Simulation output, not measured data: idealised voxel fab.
Proc. module: voxel gate over fins
Cross-section cut: width 230 nm, square cells of 5 nm.
If you're reading a cross-section in this doc, picture square cells in a grid; it comes to you as bands, top ones listed first down to the bottom, and a band can be one or more rows of cells. In this notation a band is specified by the heights of its top and bottom, in that order and in nm, after which its materials appear from left to right, each paired with its width in nm. The word "everywhere" attached to a single material means that material fills the band from edge to edge; the word "empty" stands for empty space. Convention: height 0 is the level below which the wafer, as received, is all one material. The lowest band does not terminate at the bottom but continues downward, represented as "0 -> down". Per-row width for "30 to 40": begins at first number (top row of band), ends at second number (bottom row), increment between rows held constant. For the purposes of this document, the phrase "nothing altered" attached to a step denotes that no cell within the cross-section was modified by that step. What "Enclosed internal voids" gives you is every empty space of 8 cells or more that is cut off from the top. Each appears as width x height at distance, with the distance taken from the left edge and width, height and distance all in nm. Heads up: the bit after the settings on a step's line is the simulator's remark on that step. "overlay nm" answers the question of how far to the right of plan the mask lay on a step that has a mask, and when it is negative the answer is to the left.

[This section lists the process steps that were planned]
1: RECEIVE,material Si
2: CONFORMAL_DEP,material SiN,thk nm 10
3: PATTERN,tone cover,mask id FINS,material resist,width nm 15,pitch nm 35,thk nm 15,overlay nm 0
4: DIRECTIONAL_ETCH,etch materials SiN,depth nm 10
5: DIRECTIONAL_ETCH,etch materials Si,depth nm 30
6: STRIP,etch materials resist
7: OXIDIZE,depth nm 5
8: FILL_DEP,material SiO2,thk nm 15
9: CMP,height nm 10
10: SELECTIVE_ETCH,etch materials SiO2,depth nm 20
11: STRIP,etch materials SiN
12: CONFORMAL_DEP,material HfO2,thk nm 5
13: CONFORMAL_DEP,material TiN,thk nm 5
14: CONFORMAL_DEP,material TiAl,thk nm 5
15: CONFORMAL_DEP,material TiN,thk nm 5
16: FILL_DEP,material W,thk nm 10
17: CMP,height nm 25
18: CONFORMAL_DEP,material SiCN,thk nm 10

[The following pertains to the first of two wafers, which was processed as planned]

[Incoming wafer in cross-section (state: after step 1)]
  0 -> down: Si everywhere
  Enclosed internal voids: none

[Step 2 complete: cross-section through the wafer]
  10 -> 0: SiN everywhere
  Under 0: no change, same as before.

[Step 3 complete: cross-section through the wafer]
  25 -> 10: 70 of empty | 15 of resist | 20 of empty | 15 of resist | 20 of empty | 15 of resist | 75 of empty
  Under 10: no change, same as before.

[Step 4 complete: cross-section through the wafer]
  25 -> 10: 70 of empty | 15 of resist | 20 of empty | 15 of resist | 20 of empty | 15 of resist | 75 of empty
  10 -> 0: 70 of empty | 15 of SiN | 20 of empty | 15 of SiN | 20 of empty | 15 of SiN | 75 of empty
  Under 0: no change, same as before.

[Step 5 complete: cross-section through the wafer]
  25 -> 10: 70 of empty | 15 of resist | 20 of empty | 15 of resist | 20 of empty | 15 of resist | 75 of empty
  10 -> 0: 70 of empty | 15 of SiN | 20 of empty | 15 of SiN | 20 of empty | 15 of SiN | 75 of empty
  0 -> -30: 70 of empty | 15 of Si | 20 of empty | 15 of Si | 20 of empty | 15 of Si | 75 of empty
  Under -30: no change, same as before.

[Step 6 complete: cross-section through the wafer]
  10 -> 0: 70 of empty | 15 of SiN | 20 of empty | 15 of SiN | 20 of empty | 15 of SiN | 75 of empty
  Under 0: no change, same as before.

[Step 7 complete: cross-section through the wafer]
  10 -> 0: 70 of empty | 15 of SiN | 20 of empty | 15 of SiN | 20 of empty | 15 of SiN | 75 of empty
  0 -> -30: 70 of empty | 5 of SiO2 | 5 of Si | 5 of SiO2 | 20 of empty | 5 of SiO2 | 5 of Si | 5 of SiO2 | 20 of empty | 5 of SiO2 | 5 of Si | 5 of SiO2 | 75 of empty
  -30 -> -35: 75 of SiO2 | 5 of Si | 30 of SiO2 | 5 of Si | 30 of SiO2 | 5 of Si | 80 of SiO2
  Under -35: no change, same as before.

[Step 8 complete: cross-section through the wafer]
  25 -> 10: SiO2 everywhere
  10 -> 0: 70 of SiO2 | 15 of SiN | 20 of SiO2 | 15 of SiN | 20 of SiO2 | 15 of SiN | 75 of SiO2
  0 -> -35: 75 of SiO2 | 5 of Si | 30 of SiO2 | 5 of Si | 30 of SiO2 | 5 of Si | 80 of SiO2
  Under -35: no change, same as before.

[Step 9 complete: cross-section through the wafer]
  10 -> 0: 70 of SiO2 | 15 of SiN | 20 of SiO2 | 15 of SiN | 20 of SiO2 | 15 of SiN | 75 of SiO2
  Under 0: no change, same as before.

[Step 10 complete: cross-section through the wafer]
  10 -> 0: 70 of empty | 15 of SiN | 20 of empty | 15 of SiN | 20 of empty | 15 of SiN | 75 of empty
  0 -> -10: 75 of empty | 5 of Si | 30 of empty | 5 of Si | 30 of empty | 5 of Si | 80 of empty
  Under -10: no change, same as before.

[Step 11 complete: cross-section through the wafer]
  0 -> -10: 75 of empty | 5 of Si | 30 of empty | 5 of Si | 30 of empty | 5 of Si | 80 of empty
  Under -10: no change, same as before.

[Step 12 complete: cross-section through the wafer]
  5 -> 0: 70 of empty | 15 of HfO2 | 20 of empty | 15 of HfO2 | 20 of empty | 15 of HfO2 | 75 of empty
  0 -> -5: 70 of empty | 5 of HfO2 | 5 of Si | 5 of HfO2 | 20 of empty | 5 of HfO2 | 5 of Si | 5 of HfO2 | 20 of empty | 5 of HfO2 | 5 of Si | 5 of HfO2 | 75 of empty
  -5 -> -10: 75 of HfO2 | 5 of Si | 30 of HfO2 | 5 of Si | 30 of HfO2 | 5 of Si | 80 of HfO2
  Under -10: no change, same as before.

[Step 13 complete: cross-section through the wafer]
  10 -> 5: 65 of empty | 25 of TiN | 10 of empty | 25 of TiN | 10 of empty | 25 of TiN | 70 of empty
  5 -> 0: 65 of empty | 5 of TiN | 15 of HfO2 | 5 of TiN | 10 of empty | 5 of TiN | 15 of HfO2 | 5 of TiN | 10 of empty | 5 of TiN | 15 of HfO2 | 5 of TiN | 70 of empty
  0 -> -5: 70 of TiN | 5 of HfO2 | 5 of Si | 5 of HfO2 | 20 of TiN | 5 of HfO2 | 5 of Si | 5 of HfO2 | 20 of TiN | 5 of HfO2 | 5 of Si | 5 of HfO2 | 75 of TiN
  Under -5: no change, same as before.

[Step 14 complete: cross-section through the wafer]
  15 -> 10: 60 of empty | 105 of TiAl | 65 of empty
  10 -> 5: 60 of empty | 5 of TiAl | 25 of TiN | 10 of TiAl | 25 of TiN | 10 of TiAl | 25 of TiN | 5 of TiAl | 65 of empty
  5 -> 0: 65 of TiAl | 5 of TiN | 15 of HfO2 | 5 of TiN | 10 of TiAl | 5 of TiN | 15 of HfO2 | 5 of TiN | 10 of TiAl | 5 of TiN | 15 of HfO2 | 5 of TiN | 70 of TiAl
  Under 0: no change, same as before.

[Step 15 complete: cross-section through the wafer]
  20 -> 15: 55 of empty | 115 of TiN | 60 of empty
  15 -> 10: 55 of empty | 5 of TiN | 105 of TiAl | 5 of TiN | 60 of empty
  10 -> 5: 60 of TiN | 5 of TiAl | 25 of TiN | 10 of TiAl | 25 of TiN | 10 of TiAl | 25 of TiN | 5 of TiAl | 65 of TiN
  Under 5: no change, same as before.

[Step 16 complete: cross-section through the wafer]
  30 -> 20: W everywhere
  20 -> 15: 55 of W | 115 of TiN | 60 of W
  15 -> 10: 55 of W | 5 of TiN | 105 of TiAl | 5 of TiN | 60 of W
  Under 10: no change, same as before.

[Step 17 complete: cross-section through the wafer]
  25 -> 20: W everywhere
  Under 20: no change, same as before.

[Step 18 complete: cross-section through the wafer]
  35 -> 25: SiCN everywhere
  Under 25: no change, same as before.

[The second wafer began exactly as the first did and followed the same plan, but one mistake was made while running it; through step 4 inclusive, the two wafers are identical]

[What the second wafer looks like in cross-section when step 5 should have wrapped up]
  25 -> 10: 70 of empty | 15 of resist | 20 of empty | 15 of resist | 20 of empty | 15 of resist | 75 of empty
  10 -> 0: 70 of empty | 15 of SiN | 20 of empty | 15 of SiN | 20 of empty | 15 of SiN | 75 of empty
  0 -> -25: 70 of empty | 15 of Si | 20 of empty | 15 of Si | 20 of empty | 15 of Si | 75 of empty
  Under -25: no change, same as before.

[What the second wafer looks like in cross-section when step 6 should have wrapped up]
  10 -> 0: 70 of empty | 15 of SiN | 20 of empty | 15 of SiN | 20 of empty | 15 of SiN | 75 of empty
  Under 0: no change, same as before.

[What the second wafer looks like in cross-section when step 7 should have wrapped up]
  10 -> 0: 70 of empty | 15 of SiN | 20 of empty | 15 of SiN | 20 of empty | 15 of SiN | 75 of empty
  0 -> -25: 70 of empty | 5 of SiO2 | 5 of Si | 5 of SiO2 | 20 of empty | 5 of SiO2 | 5 of Si | 5 of SiO2 | 20 of empty | 5 of SiO2 | 5 of Si | 5 of SiO2 | 75 of empty
  -25 -> -30: 75 of SiO2 | 5 of Si | 30 of SiO2 | 5 of Si | 30 of SiO2 | 5 of Si | 80 of SiO2
  Under -30: no change, same as before.

[What the second wafer looks like in cross-section when step 8 should have wrapped up]
  25 -> 10: SiO2 everywhere
  10 -> 0: 70 of SiO2 | 15 of SiN | 20 of SiO2 | 15 of SiN | 20 of SiO2 | 15 of SiN | 75 of SiO2
  0 -> -30: 75 of SiO2 | 5 of Si | 30 of SiO2 | 5 of Si | 30 of SiO2 | 5 of Si | 80 of SiO2
  Under -30: no change, same as before.

[What the second wafer looks like in cross-section when step 9 should have wrapped up]
  10 -> 0: 70 of SiO2 | 15 of SiN | 20 of SiO2 | 15 of SiN | 20 of SiO2 | 15 of SiN | 75 of SiO2
  Under 0: no change, same as before.

[What the second wafer looks like in cross-section when step 10 should have wrapped up]
  10 -> 0: 70 of empty | 15 of SiN | 20 of empty | 15 of SiN | 20 of empty | 15 of SiN | 75 of empty
  0 -> -10: 75 of empty | 5 of Si | 30 of empty | 5 of Si | 30 of empty | 5 of Si | 80 of empty
  Under -10: no change, same as before.

[What the second wafer looks like in cross-section when step 11 should have wrapped up]
  0 -> -10: 75 of empty | 5 of Si | 30 of empty | 5 of Si | 30 of empty | 5 of Si | 80 of empty
  Under -10: no change, same as before.

[What the second wafer looks like in cross-section when step 12 should have wrapped up]
  5 -> 0: 70 of empty | 15 of HfO2 | 20 of empty | 15 of HfO2 | 20 of empty | 15 of HfO2 | 75 of empty
  0 -> -5: 70 of empty | 5 of HfO2 | 5 of Si | 5 of HfO2 | 20 of empty | 5 of HfO2 | 5 of Si | 5 of HfO2 | 20 of empty | 5 of HfO2 | 5 of Si | 5 of HfO2 | 75 of empty
  -5 -> -10: 75 of HfO2 | 5 of Si | 30 of HfO2 | 5 of Si | 30 of HfO2 | 5 of Si | 80 of HfO2
  Under -10: no change, same as before.

[What the second wafer looks like in cross-section when step 13 should have wrapped up]
  10 -> 5: 65 of empty | 25 of TiN | 10 of empty | 25 of TiN | 10 of empty | 25 of TiN | 70 of empty
  5 -> 0: 65 of empty | 5 of TiN | 15 of HfO2 | 5 of TiN | 10 of empty | 5 of TiN | 15 of HfO2 | 5 of TiN | 10 of empty | 5 of TiN | 15 of HfO2 | 5 of TiN | 70 of empty
  0 -> -5: 70 of TiN | 5 of HfO2 | 5 of Si | 5 of HfO2 | 20 of TiN | 5 of HfO2 | 5 of Si | 5 of HfO2 | 20 of TiN | 5 of HfO2 | 5 of Si | 5 of HfO2 | 75 of TiN
  Under -5: no change, same as before.

[What the second wafer looks like in cross-section when step 14 should have wrapped up]
  15 -> 10: 60 of empty | 105 of TiAl | 65 of empty
  10 -> 5: 60 of empty | 5 of TiAl | 25 of TiN | 10 of TiAl | 25 of TiN | 10 of TiAl | 25 of TiN | 5 of TiAl | 65 of empty
  5 -> 0: 65 of TiAl | 5 of TiN | 15 of HfO2 | 5 of TiN | 10 of TiAl | 5 of TiN | 15 of HfO2 | 5 of TiN | 10 of TiAl | 5 of TiN | 15 of HfO2 | 5 of TiN | 70 of TiAl
  Under 0: no change, same as before.

[What the second wafer looks like in cross-section when step 15 should have wrapped up]
  20 -> 15: 55 of empty | 115 of TiN | 60 of empty
  15 -> 10: 55 of empty | 5 of TiN | 105 of TiAl | 5 of TiN | 60 of empty
  10 -> 5: 60 of TiN | 5 of TiAl | 25 of TiN | 10 of TiAl | 25 of TiN | 10 of TiAl | 25 of TiN | 5 of TiAl | 65 of TiN
  Under 5: no change, same as before.

[What the second wafer looks like in cross-section when step 16 should have wrapped up]
  30 -> 20: W everywhere
  20 -> 15: 55 of W | 115 of TiN | 60 of W
  15 -> 10: 55 of W | 5 of TiN | 105 of TiAl | 5 of TiN | 60 of W
  Under 10: no change, same as before.

[What the second wafer looks like in cross-section when step 17 should have wrapped up]
  25 -> 20: W everywhere
  Under 20: no change, same as before.

[What the second wafer looks like in cross-section when step 18 should have wrapped up]
  35 -> 25: SiCN everywhere
  Under 25: no change, same as before.
Short version of what went wrong: step 5 ran differently from the plan; actual operation with settings: DIRECTIONAL_ETCH,etch materials Si,depth nm 25
The final cell counts differ between the wafers, with the second having more or fewer of some materials than the first: +43 Si; -43 SiO2
